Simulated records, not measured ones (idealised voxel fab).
This section sets out a process module, namely voxel capacitor over wiring.
The figure presents cross-section cut, which has a width of 245 nm and is divided into square cells with an edge length of 5 nm.
Cross-section format: a grid of square cells, given as bands from top to bottom; each band is one or more rows of cells.
It is stipulated that each band's entry specify, in nanometres, the height of the top of the band and then that of its bottom, followed by the materials of the band in left-to-right sequence, each together with its width in nanometres. A single material marked by the word "everywhere" is understood to fill the band from edge to edge; the word "empty" is understood to denote empty space.
Heads up on the height convention: 0 is the point under which the incoming wafer is all one material, and the lowest band has no bottom, it just keeps going down, like "0 and below".
Per-row width for "30..40": begins at first number (top row of band), ends at second number (bottom row), increment between rows held constant.
You'll sometimes find "no alteration" written for a step, and that's the way of saying that nowhere in the cross-section did a cell change during that step.
The entry "Enclosed void listing" lists the empty spaces that cover at least 8 cells and have no open path to the top. Each is written as width x height at distance, where the distance is measured from the left edge and all three values are in nm.
What comes after the settings on a step's line is commentary from the simulator itself on that step.
The "overlay nm" setting may appear on a step's line; for a step that uses a mask, it gives how far to the right of its planned position the mask lay, and a negative value indicates the left.

-- Steps in the process plan
1,RECEIVE,material Si
2,CONFORMAL_DEP,material SiO2,thk nm 15
3,CONFORMAL_DEP,material SiN,thk nm 5
4,DIRECTIONAL_DEP,material SiO2,thk nm 15
5,MASKED_ETCH,tone open,mask id METAL_1,width nm 30,pitch nm 100,etch materials SiO2,depth nm 15,overlay nm 0
6,MASKED_ETCH,tone open,mask id METAL_1,width nm 30,pitch nm 100,etch materials SiN,depth nm 5,overlay nm 0
7,CONFORMAL_DEP,material TiN,thk nm 5
8,FILL_DEP,material W,thk nm 10
9,CMP,height nm 35
10,EPI,material Ru,thk nm 5
11,FILL_DEP,material SiCN,thk nm 5
12,DIRECTIONAL_DEP,material SiO2,thk nm 20
13,DIRECTIONAL_DEP,material aC,thk nm 15
14,PATTERN,tone open,mask id PLUG_1,material resist,width nm 15,thk nm 35,overlay nm 0
15,DIRECTIONAL_ETCH,etch materials aC,depth nm 15
16,STRIP,etch materials resist
17,DIRECTIONAL_ETCH,etch materials SiO2,depth nm 20
18,DIRECTIONAL_ETCH,etch materials SiCN,depth nm 5
19,STRIP,etch materials aC
20,CONFORMAL_DEP,material TiN,thk nm 5
21,FILL_DEP,material Ru,thk nm 5
22,CMP,height nm 65
23,DIRECTIONAL_DEP,material TiN,thk nm 5
24,DIRECTIONAL_DEP,material SiN,thk nm 5
25,DIRECTIONAL_DEP,material TiN,thk nm 5
26,DIRECTIONAL_DEP,material aC,thk nm 15
27,PATTERN,tone cover,mask id UPPER_PLATE,material resist,width nm 75,thk nm 30,overlay nm 0
28,DIRECTIONAL_ETCH,etch materials aC,depth nm 15
29,STRIP,etch materials resist
30,DIRECTIONAL_ETCH,etch materials TiN,depth nm 5
31,DIRECTIONAL_ETCH,etch materials SiN,depth nm 5
32,STRIP,etch materials aC
33,DIRECTIONAL_DEP,material aC,thk nm 15
34,PATTERN,tone cover,mask id LOWER_PLATE,material resist,width nm 85,thk nm 30,overlay nm 0
35,DIRECTIONAL_ETCH,etch materials aC,depth nm 15
36,STRIP,etch materials resist
37,DIRECTIONAL_ETCH,etch materials TiN,depth nm 5
38,STRIP,etch materials aC
39,FILL_DEP,material SiO2,thk nm 20
40,CMP,height nm 95
41,PATTERN,tone open,mask id PLUG_2,material resist,width nm 15,thk nm 20,overlay nm 0
42,DIRECTIONAL_ETCH,etch materials SiO2,depth nm 15
43,STRIP,etch materials resist
44,CONFORMAL_DEP,material TiN,thk nm 5
45,FILL_DEP,material Ru,thk nm 10
46,CMP,height nm 95
47,CONFORMAL_DEP,material SiN,thk nm 5

-- The following pertains to the first of two wafers, which was processed as planned

-- As-received wafer cross-section (after step 1)
* 0 and below | Si everywhere
* Enclosed void listing: none

-- Step 2 done - wafer cross-section
* 15 down to 0 | SiO2 everywhere
* Below a height of 0, the structure has not been altered.

-- Step 3 done - wafer cross-section
* 20 down to 15 | SiN everywhere
* Below a height of 15, the structure has not been altered.

-- Step 4 done - wafer cross-section
* 35 down to 20 | SiO2 everywhere
* Below a height of 20, the structure has not been altered.

-- Step 5 done - wafer cross-section
* 35 down to 20 | 55 nm SiO2  30 nm empty  70 nm SiO2  30 nm empty  60 nm SiO2
* Below a height of 20, the structure has not been altered.

-- Step 6 done - wafer cross-section
* 35 down to 20 | 55 nm SiO2  30 nm empty  70 nm SiO2  30 nm empty  60 nm SiO2
* 20 down to 15 | 55 nm SiN  30 nm empty  70 nm SiN  30 nm empty  60 nm SiN
* Below a height of 15, the structure has not been altered.

-- Step 7 done - wafer cross-section
* 40 down to 35 | 60 nm TiN  20 nm empty  80 nm TiN  20 nm empty  65 nm TiN
* 35 down to 20 | 55 nm SiO2  5 nm TiN  20 nm empty  5 nm TiN  70 nm SiO2  5 nm TiN  20 nm empty  5 nm TiN  60 nm SiO2
* 20 down to 15 | 55 nm SiN  30 nm TiN  70 nm SiN  30 nm TiN  60 nm SiN
* Below a height of 15, the structure has not been altered.

-- Step 8 done - wafer cross-section
* 50 down to 40 | W everywhere
* 40 down to 35 | 60 nm TiN  20 nm W  80 nm TiN  20 nm W  65 nm TiN
* 35 down to 20 | 55 nm SiO2  5 nm TiN  20 nm W  5 nm TiN  70 nm SiO2  5 nm TiN  20 nm W  5 nm TiN  60 nm SiO2
* Below a height of 20, the structure has not been altered.

-- Step 9 done - wafer cross-section
* 35 down to 20 | 55 nm SiO2  5 nm TiN  20 nm W  5 nm TiN  70 nm SiO2  5 nm TiN  20 nm W  5 nm TiN  60 nm SiO2
* Below a height of 20, the structure has not been altered.

-- Step 10 done - wafer cross-section
* 40 down to 35 | 50 nm empty  40 nm Ru  60 nm empty  40 nm Ru  55 nm empty
* Below a height of 35, the structure has not been altered.

-- Step 11 done - wafer cross-section
* 45 down to 40 | SiCN everywhere
* 40 down to 35 | 50 nm SiCN  40 nm Ru  60 nm SiCN  40 nm Ru  55 nm SiCN
* Below a height of 35, the structure has not been altered.

-- Step 12 done - wafer cross-section
* 65 down to 45 | SiO2 everywhere
* Below a height of 45, the structure has not been altered.

-- Step 13 done - wafer cross-section
* 80 down to 65 | aC everywhere
* Below a height of 65, the structure has not been altered.

-- Step 14 done - wafer cross-section
* 115 down to 80 | 70 nm resist  15 nm empty  160 nm resist
* Below a height of 80, the structure has not been altered.

-- Step 15 done - wafer cross-section
* 100 down to 80 | 70 nm resist  15 nm empty  160 nm resist
* 80 down to 65 | 70 nm aC  15 nm empty  160 nm aC
* Below a height of 65, the structure has not been altered.

-- Step 16 done - wafer cross-section
* 80 down to 65 | 70 nm aC  15 nm empty  160 nm aC
* Below a height of 65, the structure has not been altered.

-- Step 17 done - wafer cross-section
* 80 down to 65 | 70 nm aC  15 nm empty  160 nm aC
* 65 down to 45 | 70 nm SiO2  15 nm empty  160 nm SiO2
* Below a height of 45, the structure has not been altered.

-- Step 18 done - wafer cross-section
* 80 down to 65 | 70 nm aC  15 nm empty  160 nm aC
* 65 down to 45 | 70 nm SiO2  15 nm empty  160 nm SiO2
* 45 down to 40 | 70 nm SiCN  15 nm empty  160 nm SiCN
* Below a height of 40, the structure has not been altered.

-- Step 19 done - wafer cross-section
* 65 down to 45 | 70 nm SiO2  15 nm empty  160 nm SiO2
* Below a height of 45, the structure has not been altered.

-- Step 20 done - wafer cross-section
* 70 down to 65 | 75 nm TiN  5 nm empty  165 nm TiN
* 65 down to 45 | 70 nm SiO2  5 nm TiN  5 nm empty  5 nm TiN  160 nm SiO2
* 45 down to 40 | 70 nm SiCN  15 nm TiN  160 nm SiCN
* Below a height of 40, the structure has not been altered.

-- Step 21 done - wafer cross-section
* 75 down to 70 | Ru everywhere
* 70 down to 65 | 75 nm TiN  5 nm Ru  165 nm TiN
* 65 down to 45 | 70 nm SiO2  5 nm TiN  5 nm Ru  5 nm TiN  160 nm SiO2
* Below a height of 45, the structure has not been altered.

-- Step 22 done - wafer cross-section
* 65 down to 45 | 70 nm SiO2  5 nm TiN  5 nm Ru  5 nm TiN  160 nm SiO2
* Below a height of 45, the structure has not been altered.

-- Step 23 done - wafer cross-section
* 70 down to 65 | TiN everywhere
* Below a height of 65, the structure has not been altered.

-- Step 24 done - wafer cross-section
* 75 down to 70 | SiN everywhere
* Below a height of 70, the structure has not been altered.

-- Step 25 done - wafer cross-section
* 80 down to 75 | TiN everywhere
* Below a height of 75, the structure has not been altered.

-- Step 26 done - wafer cross-section
* 95 down to 80 | aC everywhere
* Below a height of 80, the structure has not been altered.

-- Step 27 done - wafer cross-section
* 125 down to 95 | 70 nm empty  75 nm resist  100 nm empty
* Below a height of 95, the structure has not been altered.

-- Step 28 done - wafer cross-section
* 110 down to 95 | 70 nm empty  75 nm resist  100 nm empty
* 95 down to 80 | 70 nm empty  75 nm aC  100 nm empty
* Below a height of 80, the structure has not been altered.

-- Step 29 done - wafer cross-section
* 95 down to 80 | 70 nm empty  75 nm aC  100 nm empty
* Below a height of 80, the structure has not been altered.

-- Step 30 done - wafer cross-section
* 95 down to 80 | 70 nm empty  75 nm aC  100 nm empty
* 80 down to 75 | 70 nm empty  75 nm TiN  100 nm empty
* Below a height of 75, the structure has not been altered.

-- Step 31 done - wafer cross-section
* 95 down to 80 | 70 nm empty  75 nm aC  100 nm empty
* 80 down to 75 | 70 nm empty  75 nm TiN  100 nm empty
* 75 down to 70 | 70 nm empty  75 nm SiN  100 nm empty
* Below a height of 70, the structure has not been altered.

-- Step 32 done - wafer cross-section
* 80 down to 75 | 70 nm empty  75 nm TiN  100 nm empty
* Below a height of 75, the structure has not been altered.

-- Step 33 done - wafer cross-section
* 95 down to 85 | 70 nm empty  75 nm aC  100 nm empty
* 85 down to 80 | aC everywhere
* 80 down to 75 | 70 nm aC  75 nm TiN  100 nm aC
* 75 down to 70 | 70 nm aC  75 nm SiN  100 nm aC
* Below a height of 70, the structure has not been altered.

-- Step 34 done - wafer cross-section
* 125 down to 95 | 65 nm empty  85 nm resist  95 nm empty
* 95 down to 85 | 65 nm empty  5 nm resist  75 nm aC  5 nm resist  95 nm empty
* Below a height of 85, the structure has not been altered.

-- Step 35 done - wafer cross-section
* 110 down to 95 | 65 nm empty  85 nm resist  95 nm empty
* 95 down to 85 | 65 nm empty  5 nm resist  75 nm aC  5 nm resist  95 nm empty
* 85 down to 80 | 65 nm empty  85 nm aC  95 nm empty
* 80 down to 75 | 65 nm empty  5 nm aC  75 nm TiN  5 nm aC  95 nm empty
* 75 down to 70 | 65 nm empty  5 nm aC  75 nm SiN  5 nm aC  95 nm empty
* Below a height of 70, the structure has not been altered.

-- Step 36 done - wafer cross-section
* 95 down to 85 | 70 nm empty  75 nm aC  100 nm empty
* Below a height of 85, the structure has not been altered.

-- Step 37 done - wafer cross-section
* 95 down to 85 | 70 nm empty  75 nm aC  100 nm empty
* 85 down to 80 | 65 nm empty  85 nm aC  95 nm empty
* 80 down to 75 | 65 nm empty  5 nm aC  75 nm TiN  5 nm aC  95 nm empty
* 75 down to 70 | 65 nm empty  5 nm aC  75 nm SiN  5 nm aC  95 nm empty
* 70 down to 65 | 65 nm empty  85 nm TiN  95 nm empty
* Below a height of 65, the structure has not been altered.

-- Step 38 done - wafer cross-section
* 80 down to 75 | 70 nm empty  75 nm TiN  100 nm empty
* 75 down to 70 | 70 nm empty  75 nm SiN  100 nm empty
* Below a height of 70, the structure has not been altered.

-- Step 39 done - wafer cross-section
* 100 down to 80 | SiO2 everywhere
* 80 down to 75 | 70 nm SiO2  75 nm TiN  100 nm SiO2
* 75 down to 70 | 70 nm SiO2  75 nm SiN  100 nm SiO2
* 70 down to 65 | 65 nm SiO2  85 nm TiN  95 nm SiO2
* Below a height of 65, the structure has not been altered.

-- Step 40 done - wafer cross-section
* 95 down to 80 | SiO2 everywhere
* Below a height of 80, the structure has not been altered.

-- Step 41 done - wafer cross-section
* 115 down to 95 | 80 nm resist  15 nm empty  150 nm resist
* Below a height of 95, the structure has not been altered.

-- Step 42 done - wafer cross-section
* 115 down to 95 | 80 nm resist  15 nm empty  150 nm resist
* 95 down to 80 | 80 nm SiO2  15 nm empty  150 nm SiO2
* Below a height of 80, the structure has not been altered.

-- Step 43 done - wafer cross-section
* 95 down to 80 | 80 nm SiO2  15 nm empty  150 nm SiO2
* Below a height of 80, the structure has not been altered.

-- Step 44 done - wafer cross-section
* 100 down to 95 | 85 nm TiN  5 nm empty  155 nm TiN
* 95 down to 85 | 80 nm SiO2  5 nm TiN  5 nm empty  5 nm TiN  150 nm SiO2
* 85 down to 75 | 80..70 nm SiO2  15..75 nm TiN  150..100 nm SiO2
* Below a height of 75, the structure has not been altered.

-- Step 45 done - wafer cross-section
* 110 down to 100 | Ru everywhere
* 100 down to 95 | 85 nm TiN  5 nm Ru  155 nm TiN
* 95 down to 85 | 80 nm SiO2  5 nm TiN  5 nm Ru  5 nm TiN  150 nm SiO2
* Below a height of 85, the structure has not been altered.

-- Step 46 done - wafer cross-section
* 95 down to 85 | 80 nm SiO2  5 nm TiN  5 nm Ru  5 nm TiN  150 nm SiO2
* Below a height of 85, the structure has not been altered.

-- Step 47 done - wafer cross-section
* 100 down to 95 | SiN everywhere
* Below a height of 95, the structure has not been altered.

-- Now the other wafer: same start, same recipe, but we messed up one thing when running it. Up to and including step 21 it's the same as the first one

-- Second wafer, cross-section, planned end of step 22
* 60 down to 45 | 70 nm SiO2  5 nm TiN  5 nm Ru  5 nm TiN  160 nm SiO2
* Below a height of 45, the structure has not been altered.

-- Second wafer, cross-section, planned end of step 23
* 65 down to 60 | TiN everywhere
* Below a height of 60, the structure has not been altered.

-- Second wafer, cross-section, planned end of step 24
* 70 down to 65 | SiN everywhere
* Below a height of 65, the structure has not been altered.

-- Second wafer, cross-section, planned end of step 25
* 75 down to 70 | TiN everywhere
* Below a height of 70, the structure has not been altered.

-- Second wafer, cross-section, planned end of step 26
* 90 down to 75 | aC everywhere
* Below a height of 75, the structure has not been altered.

-- Second wafer, cross-section, planned end of step 27
* 120 down to 90 | 70 nm empty  75 nm resist  100 nm empty
* Below a height of 90, the structure has not been altered.

-- Second wafer, cross-section, planned end of step 28
* 105 down to 90 | 70 nm empty  75 nm resist  100 nm empty
* 90 down to 75 | 70 nm empty  75 nm aC  100 nm empty
* Below a height of 75, the structure has not been altered.

-- Second wafer, cross-section, planned end of step 29
* 90 down to 75 | 70 nm empty  75 nm aC  100 nm empty
* Below a height of 75, the structure has not been altered.

-- Second wafer, cross-section, planned end of step 30
* 90 down to 75 | 70 nm empty  75 nm aC  100 nm empty
* 75 down to 70 | 70 nm empty  75 nm TiN  100 nm empty
* Below a height of 70, the structure has not been altered.

-- Second wafer, cross-section, planned end of step 31
* 90 down to 75 | 70 nm empty  75 nm aC  100 nm empty
* 75 down to 70 | 70 nm empty  75 nm TiN  100 nm empty
* 70 down to 65 | 70 nm empty  75 nm SiN  100 nm empty
* Below a height of 65, the structure has not been altered.

-- Second wafer, cross-section, planned end of step 32
* 75 down to 70 | 70 nm empty  75 nm TiN  100 nm empty
* Below a height of 70, the structure has not been altered.

-- Second wafer, cross-section, planned end of step 33
* 90 down to 80 | 70 nm empty  75 nm aC  100 nm empty
* 80 down to 75 | aC everywhere
* 75 down to 70 | 70 nm aC  75 nm TiN  100 nm aC
* 70 down to 65 | 70 nm aC  75 nm SiN  100 nm aC
* Below a height of 65, the structure has not been altered.

-- Second wafer, cross-section, planned end of step 34
* 120 down to 90 | 65 nm empty  85 nm resist  95 nm empty
* 90 down to 80 | 65 nm empty  5 nm resist  75 nm aC  5 nm resist  95 nm empty
* Below a height of 80, the structure has not been altered.

-- Second wafer, cross-section, planned end of step 35
* 105 down to 90 | 65 nm empty  85 nm resist  95 nm empty
* 90 down to 80 | 65 nm empty  5 nm resist  75 nm aC  5 nm resist  95 nm empty
* 80 down to 75 | 65 nm empty  85 nm aC  95 nm empty
* 75 down to 70 | 65 nm empty  5 nm aC  75 nm TiN  5 nm aC  95 nm empty
* 70 down to 65 | 65 nm empty  5 nm aC  75 nm SiN  5 nm aC  95 nm empty
* Below a height of 65, the structure has not been altered.

-- Second wafer, cross-section, planned end of step 36
* 90 down to 80 | 70 nm empty  75 nm aC  100 nm empty
* Below a height of 80, the structure has not been altered.

-- Second wafer, cross-section, planned end of step 37
* 90 down to 80 | 70 nm empty  75 nm aC  100 nm empty
* 80 down to 75 | 65 nm empty  85 nm aC  95 nm empty
* 75 down to 70 | 65 nm empty  5 nm aC  75 nm TiN  5 nm aC  95 nm empty
* 70 down to 65 | 65 nm empty  5 nm aC  75 nm SiN  5 nm aC  95 nm empty
* 65 down to 60 | 65 nm empty  85 nm TiN  95 nm empty
* Below a height of 60, the structure has not been altered.

-- Second wafer, cross-section, planned end of step 38
* 75 down to 70 | 70 nm empty  75 nm TiN  100 nm empty
* 70 down to 65 | 70 nm empty  75 nm SiN  100 nm empty
* Below a height of 65, the structure has not been altered.

-- Second wafer, cross-section, planned end of step 39
* 95 down to 75 | SiO2 everywhere
* 75 down to 70 | 70 nm SiO2  75 nm TiN  100 nm SiO2
* 70 down to 65 | 70 nm SiO2  75 nm SiN  100 nm SiO2
* 65 down to 60 | 65 nm SiO2  85 nm TiN  95 nm SiO2
* Below a height of 60, the structure has not been altered.

Second wafer, cross-section, planned end of step 40: no alteration

-- Second wafer, cross-section, planned end of step 41
* 115 down to 95 | 80 nm resist  15 nm empty  150 nm resist
* Below a height of 95, the structure has not been altered.

-- Second wafer, cross-section, planned end of step 42
* 115 down to 95 | 80 nm resist  15 nm empty  150 nm resist
* 95 down to 80 | 80 nm SiO2  15 nm empty  150 nm SiO2
* Below a height of 80, the structure has not been altered.

-- Second wafer, cross-section, planned end of step 43
* 95 down to 80 | 80 nm SiO2  15 nm empty  150 nm SiO2
* Below a height of 80, the structure has not been altered.

-- Second wafer, cross-section, planned end of step 44
* 100 down to 95 | 85 nm TiN  5 nm empty  155 nm TiN
* 95 down to 85 | 80 nm SiO2  5 nm TiN  5 nm empty  5 nm TiN  150 nm SiO2
* 85 down to 80 | 80 nm SiO2  15 nm TiN  150 nm SiO2
* Below a height of 80, the structure has not been altered.

-- Second wafer, cross-section, planned end of step 45
* 110 down to 100 | Ru everywhere
* 100 down to 95 | 85 nm TiN  5 nm Ru  155 nm TiN
* 95 down to 85 | 80 nm SiO2  5 nm TiN  5 nm Ru  5 nm TiN  150 nm SiO2
* Below a height of 85, the structure has not been altered.

-- Second wafer, cross-section, planned end of step 46
* 95 down to 85 | 80 nm SiO2  5 nm TiN  5 nm Ru  5 nm TiN  150 nm SiO2
* Below a height of 85, the structure has not been altered.

-- Second wafer, cross-section, planned end of step 47
* 100 down to 95 | SiN everywhere
* Below a height of 95, the structure has not been altered.
Heads up, the wafer didn't run the way we planned it: rather than as planned, step 22 actually ran as CMP,height nm 60
Wrapping up, a cell-based count of both wafers puts the second over or under the first for these materials: 1 fewer of Ru; 3 more of SiO2; 2 fewer of TiN
